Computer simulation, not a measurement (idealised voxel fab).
Process module, titled voxel self aligned vias
290 nm wide, 5 nm square cells: that's cross-section cut.
Think of the cross-section as a grid of square cells. We describe it in bands, top to bottom, and each band covers one or more rows of those cells. Per band: top height and bottom height in nm, followed by the left-to-right materials and their widths in nm; "all across" marks a single material spanning edge to edge, "empty" marks empty space. Convention: height 0 is the level below which the wafer, as received, is all one material. The lowest band does not terminate at the bottom but continues downward, represented as "0 nm and below". Think of "30..40" as a width that walks from the first number to the second as you go down the band, top row to bottom row, taking equal-sized steps from row to row. A step reported as "nothing was modified" is a step in which no cell of the cross-section changed. Empty spaces counting at least 8 cells and having no open way to the top are listed in "Entrapped voids". The notation width x height at distance is used for each, the distance being from the left edge and all three values in nm. Step line, after settings: the simulator's comment on this step. overlay nm: mask offset rightward from planned place, masked step; negative means leftward offset.
The planned process steps are enumerated hereunder
1 RECEIVE,material Si
2 CONFORMAL_DEP,material SiO2,thk nm 15
3 CONFORMAL_DEP,material SiCN,thk nm 5
4 DIRECTIONAL_DEP,material SiO2,thk nm 20
5 MASKED_ETCH,tone open,mask id LINES,width nm 30,pitch nm 65,etch materials SiO2,depth nm 20,overlay nm 0
6 CONFORMAL_DEP,material TiN,thk nm 5
7 FILL_DEP,material Ru,thk nm 10
8 CMP,height nm 40
9 SELECTIVE_ETCH,etch materials W Ru TiN,depth nm 5
10 FILL_DEP,material SiN,thk nm 10
11 CMP,height nm 40
12 DIRECTIONAL_DEP,material SiO2,thk nm 15
13 DIRECTIONAL_DEP,material aC,thk nm 10
14 PATTERN,tone open,mask id VIAS,material resist,width nm 40,pitch nm 130,thk nm 30,overlay nm 0
15 DIRECTIONAL_ETCH,etch materials aC,depth nm 10
16 STRIP,etch materials resist
17 DIRECTIONAL_ETCH,etch materials SiO2,depth nm 15
18 DIRECTIONAL_ETCH,etch materials SiN,depth nm 5
19 STRIP,etch materials aC
20 CONFORMAL_DEP,material TiN,thk nm 5
21 FILL_DEP,material W,thk nm 10
22 CMP,height nm 55
23 CONFORMAL_DEP,material SiCN,thk nm 5
Cross-section of the wafer upon arrival, representing the state reached after step 1
0 nm and below  Si all across
Entrapped voids: none
First of two wafers, end-of-module section, run followed plan
60 nm to 55 nm  SiCN all across
55 nm to 45 nm  SiO2 60 nm, then TiN 5 nm, then W 30 nm, then TiN 5 nm, then SiO2 90 nm, then TiN 5 nm, then W 30 nm, then TiN 5 nm, then SiO2 60 nm
45 nm to 40 nm  SiO2 60 nm, then TiN 10 nm, then W 20 nm, then TiN 10 nm, then SiO2 90 nm, then TiN 10 nm, then W 20 nm, then TiN 10 nm, then SiO2 60 nm
40 nm to 35 nm  SiO2 65 nm, then TiN 30 nm, then SiO2 35 nm, then SiN 30 nm, then SiO2 35 nm, then TiN 30 nm, then SiO2 65 nm
35 nm to 25 nm  SiO2 65 nm, then TiN 5 nm, then Ru 20 nm, then TiN 5 nm, then SiO2 35 nm, then TiN 5 nm, then Ru 20 nm, then TiN 5 nm, then SiO2 35 nm, then TiN 5 nm, then Ru 20 nm, then TiN 5 nm, then SiO2 65 nm
25 nm to 20 nm  SiO2 65 nm, then TiN 30 nm, then SiO2 35 nm, then TiN 30 nm, then SiO2 35 nm, then TiN 30 nm, then SiO2 65 nm
20 nm to 15 nm  SiCN all across
15 nm to 0 nm  SiO2 all across
0 nm and below  Si all across
Entrapped voids: none
Presented here is a cross-section of the second of the two wafers as it stood at the end of the module. It was started in the same manner and assigned the same plan as the first wafer; however, one mistake was made in its execution
60 nm to 55 nm  SiCN all across
55 nm to 45 nm  SiO2 60 nm, then TiN 5 nm, then W 30 nm, then TiN 5 nm, then SiO2 90 nm, then TiN 5 nm, then W 30 nm, then TiN 5 nm, then SiO2 60 nm
45 nm to 40 nm  SiO2 60 nm, then TiN 10 nm, then W 20 nm, then TiN 10 nm, then SiO2 90 nm, then TiN 10 nm, then W 20 nm, then TiN 10 nm, then SiO2 60 nm
40 nm to 35 nm  SiO2 65 nm, then TiN 30 nm, then SiO2 35 nm, then SiN 30 nm, then SiO2 35 nm, then TiN 30 nm, then SiO2 65 nm
35 nm to 30 nm  SiO2 65 nm, then TiN 30 nm, then SiO2 35 nm, then TiN 30 nm, then SiO2 35 nm, then TiN 30 nm, then SiO2 65 nm
30 nm to 25 nm  SiCN all across
25 nm to 0 nm  SiO2 all across
0 nm and below  Si all across
Entrapped voids: none
Error vs. plan: step 2 ran differently from the plan; actual operation with settings: CONFORMAL_DEP,material SiO2,thk nm 25
The final cell counts differ between the wafers, with the second having more or fewer of some materials than the first: -24 Ru, +36 SiO2, -12 TiN
